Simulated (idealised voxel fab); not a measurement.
process module | voxel capacitor over wiring
cross-section cut | 240 nm wide | cells 5 nm
A cross-section is a grid of square cells, given in bands from the top down. A band is one or more rows of cells.
Each band's line starts with the height of the band's top and of its bottom, in nm. Then come its materials from left to right, each with its width in nm. One material with "throughout" fills the band from edge to edge. "air" is empty space.
Height 0 is the level under which the wafer as received is all one material. The lowest band goes on downwards, as in "0 down".
A width such as "30 to 40" changes by the same amount from each row of cells to the next, from the band's top row to its bottom row.
"no change" after a step means that no cell of the cross-section changed.
closed voids: empty space of 8 cells or more with no open way to the top, each as width x height at its distance from the left edge, in nm
after a step's settings: what the simulator itself notes on the step
overlay nm, on a step with a mask: how far to the right of its planned place the mask lay; to the left if negative
plan
1 op RECEIVE | material Si
2 op CONFORMAL_DEP | material SiO2 | thk nm 10
3 op CONFORMAL_DEP | material SiCN | thk nm 5
4 op DIRECTIONAL_DEP | material SiO2 | thk nm 20
5 op DIRECTIONAL_DEP | material aC | thk nm 15
6 op PATTERN | tone open | mask id METAL_1 | material resist | width nm 30 | pitch nm 90 | thk nm 30 | overlay nm 0
7 op DIRECTIONAL_ETCH | etch materials aC | depth nm 15
8 op STRIP | etch materials resist
9 op DIRECTIONAL_ETCH | etch materials SiO2 | depth nm 20
10 op DIRECTIONAL_ETCH | etch materials SiCN | depth nm 5
11 op STRIP | etch materials aC
12 op CONFORMAL_DEP | material TiN | thk nm 5
13 op FILL_DEP | material Cu | thk nm 10
14 op CMP | height nm 35
15 op CONFORMAL_DEP | material SiCN | thk nm 5
16 op DIRECTIONAL_DEP | material lowk | thk nm 20
17 op DIRECTIONAL_DEP | material aC | thk nm 10
18 op PATTERN | tone open | mask id PLUG_1 | material resist | width nm 15 | thk nm 30 | overlay nm 0
19 op DIRECTIONAL_ETCH | etch materials aC | depth nm 10
20 op STRIP | etch materials resist
21 op DIRECTIONAL_ETCH | etch materials lowk | depth nm 20
22 op DIRECTIONAL_ETCH | etch materials SiCN | depth nm 5
23 op STRIP | etch materials aC
24 op EPI | material Ru | thk nm 10
25 op EPI | material Ru | thk nm 10
26 op EPI | material Ru | thk nm 5
27 op DIRECTIONAL_DEP | material TiN | thk nm 10
28 op DIRECTIONAL_DEP | material HfO2 | thk nm 5
29 op DIRECTIONAL_DEP | material TiN | thk nm 10
30 op PATTERN | tone cover | mask id UPPER_PLATE | material resist | width nm 65 | thk nm 20 | overlay nm 0
31 op DIRECTIONAL_ETCH | etch materials TiN | depth nm 10
32 op DIRECTIONAL_ETCH | etch materials HfO2 | depth nm 5
33 op STRIP | etch materials resist
34 op DIRECTIONAL_DEP | material aC | thk nm 10
35 op PATTERN | tone cover | mask id LOWER_PLATE | material resist | width nm 75 | thk nm 25 | overlay nm 0
36 op DIRECTIONAL_ETCH | etch materials aC | depth nm 10
37 op STRIP | etch materials resist
38 op DIRECTIONAL_ETCH | etch materials TiN | depth nm 10
39 op STRIP | etch materials aC
40 op FILL_DEP | material SiO2 | thk nm 20
41 op CMP | height nm 100
42 op DIRECTIONAL_DEP | material aC | thk nm 10
43 op PATTERN | tone open | mask id PLUG_2 | material resist | width nm 15 | thk nm 25 | overlay nm 0
44 op DIRECTIONAL_ETCH | etch materials aC | depth nm 10
45 op STRIP | etch materials resist
46 op DIRECTIONAL_ETCH | etch materials SiO2 | depth nm 15
47 op STRIP | etch materials aC
48 op CONFORMAL_DEP | material TiN | thk nm 5
49 op FILL_DEP | material Cu | thk nm 5
50 op CMP | height nm 100
51 op CONFORMAL_DEP | material SiCN | thk nm 5
as received, after step 1
  0 down: Si throughout
  closed voids: none
first wafer at the end, as planned
  105 to 100: SiCN throughout
  100 to 90: SiO2 85 | TiN 5 | Cu 5 | TiN 5 | SiO2 140
  90 to 85: SiO2 85 | TiN 15 | SiO2 140
  85 to 75: SiO2 75 | TiN 65 | SiO2 100
  75 to 70: SiO2 75 | HfO2 65 | SiO2 100
  70 to 60: SiO2 70 | TiN 75 | SiO2 95
  60 to 40: lowk 75 | Ru 15 | lowk 150
  40 to 35: SiCN 75 | Ru 15 | SiCN 150
  35 to 15: SiO2 60 | TiN 5 | Cu 20 | TiN 5 | SiO2 60 | TiN 5 | Cu 20 | TiN 5 | SiO2 60
  15 to 10: SiCN 60 | TiN 30 | SiCN 60 | TiN 30 | SiCN 60
  10 to 0: SiO2 throughout
  0 down: Si throughout
  closed voids: none
second wafer at the end: like start, like plan, one mistake
  105 to 100: SiCN throughout
  100 to 90: SiO2 85 | TiN 5 | Cu 5 | TiN 5 | SiO2 140
  90 to 80: SiO2 85 to 90 | TiN 15 to 50 | SiO2 140 to 100
  80 to 75: SiO2 75 | TiN 65 | SiO2 100
  75 to 70: SiO2 75 | TiN 15 | HfO2 50 | SiO2 100
  70 to 65: SiO2 70 | TiN 5 | HfO2 15 | TiN 55 | SiO2 95
  65 to 60: SiO2 70 | TiN 75 | SiO2 95
  60 to 55: SiCN 75 | TiN 15 | SiCN 150
  55 to 35: lowk throughout
  35 to 15: SiO2 60 | TiN 5 | Cu 20 | TiN 5 | SiO2 60 | TiN 5 | Cu 20 | TiN 5 | SiO2 60
  15 to 10: SiCN 60 | TiN 30 | SiCN 60 | TiN 30 | SiCN 60
  10 to 0: SiO2 throughout
  0 down: Si throughout
  closed voids: none
what went wrong: steps 15 and 16 were swapped
at the end the second wafer has, in cells: 15 fewer of Ru | 3 more of SiO2 | 12 more of lowk
